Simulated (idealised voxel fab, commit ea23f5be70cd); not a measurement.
This is a process module. Its name is voxel ribs on slabs.
Xsec cut, 225 nm wide, square cell size 5 nm.
A cross-section is written here as square cells arranged in a grid, and it is given in bands from the top down, each band taking up one or more rows of cells.
For a band, the entry starts with two heights in nm, that of the top and then that of the bottom, and carries on with the band's materials in order from left to right, each alongside its width in nm; the word "full width" beside a single material means it fills the band edge to edge, and "blank" means empty space.
Height is counted from the level 0, under which the received wafer is composed throughout of one material. The lowest of the bands is not closed at the bottom but continues downward, in the notation "from 0 down".
Quick explanation for "30..40": the width changes in equal steps down the rows of cells, from the first number in the band's top row to the second number in its bottom row.
"no modification" (step): cross-section cells unchanged, all of them.
In the "Sealed void inventory" entry, you get each enclosed empty space of 8 cells or more, one with no open way to the top, written width x height at distance, distance from the left edge, in nm.
If you see something after the settings on a step's line, that's the simulator's own remark about that step.
The line of a step may include "overlay nm". On a step with a mask, this value is how far to the right of its planned place the mask lay. A negative value means the mask lay to the left.
## These are the steps we planned for the process
- 1: RECEIVE: material Si
- 2: DIRECTIONAL_DEP: material SiO2, thk nm 20
- 3: DIRECTIONAL_DEP: material SiN, thk nm 15
- 4: PATTERN: tone cover, mask id RIB, material resist, width nm 15, thk nm 20, overlay nm 0
- 5: DIRECTIONAL_ETCH: etch materials SiN, depth nm 10
- 6: STRIP: etch materials resist
- 7: PATTERN: tone cover, mask id SLAB, material resist, width nm 65, thk nm 20, overlay nm 0
- 8: DIRECTIONAL_ETCH: etch materials SiN, depth nm 5
- 9: STRIP: etch materials resist
- 10: FILL_DEP: material SiO2, thk nm 20
- 11: CMP: height nm 50
- 12: DIRECTIONAL_DEP: material TiN, thk nm 10
- 13: PATTERN: tone cover, mask id HEATER, material resist, width nm 25, thk nm 15, overlay nm 0
- 14: DIRECTIONAL_ETCH: etch materials TiN, depth nm 10
- 15: STRIP: etch materials resist
- 16: CONFORMAL_DEP: material SiN, thk nm 10
## Incoming wafer, cross-sectional view, post step 1
    from 0 down: Si full width
    Sealed void inventory: none
## Below is the wafer in cross-section after the module was completed. It began from the starting point shown above and followed the plan shown above, except that one mistake was made while running it
    from 70 to 60: blank 90  SiN 45  blank 90
    from 60 to 50: SiN 100  TiN 25  SiN 100
    from 50 to 15: SiO2 full width
    from 15 to 0: SiN full width
    from 0 down: Si full width
    Sealed void inventory: none
What went wrong in running the wafer? deviation from plan: step 3 and step 2 executed in one another's positions
